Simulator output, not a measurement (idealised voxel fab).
process module | voxel capacitor over wiring
The width of the displayed cross-section, cut, is 295 nm; its cells are square, with a size of 5 nm.
Bands, listed from the top down, are how a cross-section gets written in this document; the cross-section itself is a grid of square cells, and a band is one or more rows of them. Each band's line starts with the height of the band's top and of its bottom, in nm. Then come its materials from left to right, each with its width in nm. One material with "everywhere" fills the band from edge to edge. "empty" is empty space. Beneath 0, the wafer as received is one material, and that level is where height counting begins. The lowest band goes on downward without a bottom; it is written like "0 nm and below". Width "30->40": first value at the band's top row of cells, second value at its bottom row, equal change from row to row. No cell of the cross-section changed in a step that is given as "left unchanged". You'll see "Fully sealed voids" listing empty spaces that have no way open to the top, as long as they're 8 cells or more; the notation is width x height at distance, where the distance is from the left edge, and all of it is in nm. Formally, on a step line, whatever follows the settings is a remark that the simulator itself makes on the step. overlay nm, on a step with a mask: how far to the right of its planned place the mask lay; to the left if negative.

-- Process steps foreseen in the plan
| 1 | RECEIVE: material Si |
| 2 | CONFORMAL_DEP: material SiO2, thk nm 10 |
| 3 | CONFORMAL_DEP: material SiN, thk nm 5 |
| 4 | DIRECTIONAL_DEP: material lowk, thk nm 25 |
| 5 | MASKED_ETCH: tone open, mask id METAL_1, width nm 20, pitch nm 85, etch materials lowk, depth nm 25, overlay nm -15 |
| 6 | MASKED_ETCH: tone open, mask id METAL_1, width nm 20, pitch nm 85, etch materials SiN, depth nm 5, overlay nm 0 |
| 7 | CONFORMAL_DEP: material TiN, thk nm 5 |
| 8 | FILL_DEP: material Cu, thk nm 5 |
| 9 | CMP: height nm 40 |
| 10 | CONFORMAL_DEP: material SiCN, thk nm 5 |
| 11 | DIRECTIONAL_DEP: material lowk, thk nm 10 |
| 12 | MASKED_ETCH: tone open, mask id PLUG_1, width nm 15, etch materials lowk, depth nm 10, overlay nm 0 |
| 13 | MASKED_ETCH: tone open, mask id PLUG_1, width nm 15, etch materials SiCN, depth nm 5, overlay nm 0 |
| 14 | EPI: material Ru, thk nm 10 |
| 15 | EPI: material Ru, thk nm 5 |
| 16 | DIRECTIONAL_DEP: material TiN, thk nm 10 |
| 17 | DIRECTIONAL_DEP: material SiN, thk nm 5 |
| 18 | DIRECTIONAL_DEP: material TiN, thk nm 5 |
| 19 | DIRECTIONAL_DEP: material aC, thk nm 15 |
| 20 | PATTERN: tone cover, mask id UPPER_PLATE, material resist, width nm 70, thk nm 30, overlay nm 0 |
| 21 | DIRECTIONAL_ETCH: etch materials aC, depth nm 15 |
| 22 | STRIP: etch materials resist |
| 23 | DIRECTIONAL_ETCH: etch materials TiN, depth nm 5 |
| 24 | DIRECTIONAL_ETCH: etch materials SiN, depth nm 5 |
| 25 | STRIP: etch materials aC |
| 26 | DIRECTIONAL_DEP: material aC, thk nm 15 |
| 27 | PATTERN: tone cover, mask id LOWER_PLATE, material resist, width nm 80, thk nm 30, overlay nm 0 |
| 28 | DIRECTIONAL_ETCH: etch materials aC, depth nm 15 |
| 29 | STRIP: etch materials resist |
| 30 | DIRECTIONAL_ETCH: etch materials TiN, depth nm 10 |
| 31 | STRIP: etch materials aC |
| 32 | FILL_DEP: material SiO2, thk nm 15 |
| 33 | CMP: height nm 85 |
| 34 | PATTERN: tone open, mask id PLUG_2, material resist, width nm 15, thk nm 15, overlay nm 0 |
| 35 | DIRECTIONAL_ETCH: etch materials SiO2, depth nm 10 |
| 36 | STRIP: etch materials resist |
| 37 | CONFORMAL_DEP: material TiN, thk nm 5 |
| 38 | FILL_DEP: material W, thk nm 5 |
| 39 | CMP: height nm 85 |
| 40 | CONFORMAL_DEP: material SiCN, thk nm 5 |
varied across the wafers: overlay nm of step 5. The plan shows the first wafer's value. All wafers start alike

-- Sectional view: first of several wafers, as received, after step 1
0 nm and below  Si everywhere
Fully sealed voids: none

-- Here is how to read the rows: every wafer has a row, and it shows the wafer at the end of the module, giving for each material how many cells were gained (+) or lost (-) since the wafer was received, then listing its closed voids
overlay nm -15, +16 Cu, +115 SiCN, +71 SiN, +415 SiO2, +77 TiN, +1 W, +367 lowk, Fully sealed voids: none
overlay nm -10, +16 Cu, +9 Ru, +115 SiCN, +69 SiN, +406 SiO2, +79 TiN, +1 W, +367 lowk, Fully sealed voids: none
overlay nm -5, +18 Cu, +9 Ru, +115 SiCN, +67 SiN, +406 SiO2, +79 TiN, +1 W, +367 lowk, Fully sealed voids: none
overlay nm 0, +20 Cu, +9 Ru, +115 SiCN, +65 SiN, +406 SiO2, +79 TiN, +1 W, +367 lowk, Fully sealed voids: none
overlay nm 5, +18 Cu, +9 Ru, +115 SiCN, +67 SiN, +406 SiO2, +79 TiN, +1 W, +367 lowk, Fully sealed voids: none
overlay nm 10, +16 Cu, +9 Ru, +115 SiCN, +69 SiN, +406 SiO2, +79 TiN, +1 W, +367 lowk, Fully sealed voids: none
overlay nm 15, +16 Cu, +9 Ru, +115 SiCN, +71 SiN, +406 SiO2, +77 TiN, +1 W, +367 lowk, Fully sealed voids: none
